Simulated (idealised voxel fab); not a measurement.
process module | voxel self aligned vias
cross-section cut | 245 nm wide | cells 5 nm
A cross-section is a grid of square cells, given in bands from the top down. A band is one or more rows of cells.
Each band's line starts with the height of the band's top and of its bottom, in nm. Then come its materials from left to right, each with its width in nm. One material with "throughout" fills the band from edge to edge. "air" is empty space.
Height 0 is the level under which the wafer as received is all one material. The lowest band goes on downwards, as in "0 down".
A width such as "30 to 40" changes by the same amount from each row of cells to the next, from the band's top row to its bottom row.
"no change" after a step means that no cell of the cross-section changed.
closed voids: empty space of 8 cells or more with no open way to the top, each as width x height at its distance from the left edge, in nm
after a step's settings: what the simulator itself notes on the step
overlay nm, on a step with a mask: how far to the right of its planned place the mask lay; to the left if negative
plan
1 op RECEIVE | material Si
2 op CONFORMAL_DEP | material SiO2 | thk nm 10
3 op CONFORMAL_DEP | material SiCN | thk nm 5
4 op DIRECTIONAL_DEP | material lowk | thk nm 25
5 op MASKED_ETCH | tone open | mask id LINES | width nm 25 | pitch nm 60 | etch materials lowk | depth nm 25 | overlay nm 0
6 op CONFORMAL_DEP | material TiN | thk nm 5
7 op FILL_DEP | material W | thk nm 5
8 op CMP | height nm 40
9 op SELECTIVE_ETCH | etch materials W Ru TiN | depth nm 10
10 op FILL_DEP | material SiN | thk nm 5
11 op CMP | height nm 40
12 op DIRECTIONAL_DEP | material lowk | thk nm 20
13 op PATTERN | tone open | mask id VIAS | material resist | width nm 45 | pitch nm 60 | thk nm 20 | overlay nm 0
14 op DIRECTIONAL_ETCH | etch materials lowk | depth nm 20
15 op DIRECTIONAL_ETCH | etch materials SiN | depth nm 10
16 op STRIP | etch materials resist
17 op CONFORMAL_DEP | material TiN | thk nm 5
18 op FILL_DEP | material Ru | thk nm 5
19 op CMP | height nm 60
20 op CONFORMAL_DEP | material SiN | thk nm 5
as received, after step 1
  0 down: Si throughout
  closed voids: none
a wafer at the end: this start, this plan, one mistake
  65 to 60: SiN throughout
  60 to 45: lowk 70 | TiN 5 | Ru 35 | TiN 5 | lowk 15 | TiN 5 | Ru 35 | TiN 5 | lowk 70
  45 to 35: lowk 70 to 80 | TiN 15 to 5 | Ru 15 | TiN 15 to 5 | lowk 15 to 35 | TiN 15 to 5 | Ru 15 | TiN 15 to 5 | lowk 70 to 80
  35 to 30: lowk 80 | TiN 25 | lowk 35 | TiN 25 | lowk 80
  30 to 20: lowk 80 | TiN 5 | W 15 | TiN 5 | lowk 35 | TiN 5 | W 15 | TiN 5 | lowk 80
  20 to 15: lowk 80 | TiN 25 | lowk 35 | TiN 25 | lowk 80
  15 to 0: SiCN throughout
  0 down: Si throughout
  closed voids: none
what went wrong: step 2 ran as: op CONFORMAL_DEP | material SiCN | thk nm 10
